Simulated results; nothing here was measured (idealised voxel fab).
process module | voxel ribs on slabs
cross-section cut | 225 nm wide | cells 5 nm
A cross-section is a grid of square cells, given in bands from the top down. A band is one or more rows of cells.
Each band's line starts with the height of the band's top and of its bottom, in nm. Then come its materials from left to right, each with its width in nm. One material with "throughout" fills the band from edge to edge. "air" is empty space.
Height 0 is the level under which the wafer as received is all one material. The lowest band goes on downwards, as in "0 down".
A width such as "30 to 40" changes by the same amount from each row of cells to the next, from the band's top row to its bottom row.
"no change" after a step means that no cell of the cross-section changed.
closed voids: empty space of 8 cells or more with no open way to the top, each as width x height at its distance from the left edge, in nm
after a step's settings: what the simulator itself notes on the step
overlay nm, on a step with a mask: how far to the right of its planned place the mask lay; to the left if negative
plan
1 op RECEIVE | material Si
2 op DIRECTIONAL_DEP | material SiO2 | thk nm 25
3 op DIRECTIONAL_DEP | material polySi | thk nm 20
4 op PATTERN | tone cover | mask id RIB | material resist | width nm 15 | thk nm 20 | overlay nm 0
5 op DIRECTIONAL_ETCH | etch materials polySi | depth nm 15
6 op STRIP | etch materials resist
7 op MASKED_ETCH | tone cover | mask id SLAB | width nm 65 | etch materials polySi | depth nm 5 | overlay nm 0
8 op FILL_DEP | material SiO2 | thk nm 20
9 op CMP | height nm 55
10 op DIRECTIONAL_DEP | material W | thk nm 10
11 op PATTERN | tone cover | mask id HEATER | material resist | width nm 25 | thk nm 15 | overlay nm 0
12 op DIRECTIONAL_ETCH | etch materials W | depth nm 10
13 op STRIP | etch materials resist
14 op CONFORMAL_DEP | material SiN | thk nm 10
as received, after step 1
  0 down: Si throughout
  closed voids: none
first wafer at the end, as planned
  75 to 65: air 90 | SiN 45 | air 90
  65 to 55: SiN 100 | W 25 | SiN 100
  55 to 45: SiO2 throughout
  45 to 30: SiO2 105 | polySi 15 | SiO2 105
  30 to 25: SiO2 80 | polySi 65 | SiO2 80
  25 to 0: SiO2 throughout
  0 down: Si throughout
  closed voids: none
second wafer at the end: like start, like plan, one mistake
  75 to 65: air 90 | SiN 45 | air 90
  65 to 55: SiN 100 | W 25 | SiN 100
  55 to 20: SiO2 throughout
  20 to 0: polySi throughout
  0 down: Si throughout
  closed voids: none
what went wrong: steps 2 and 3 were swapped
at the end the second wafer has, in cells: 158 fewer of SiO2 | 158 more of polySi
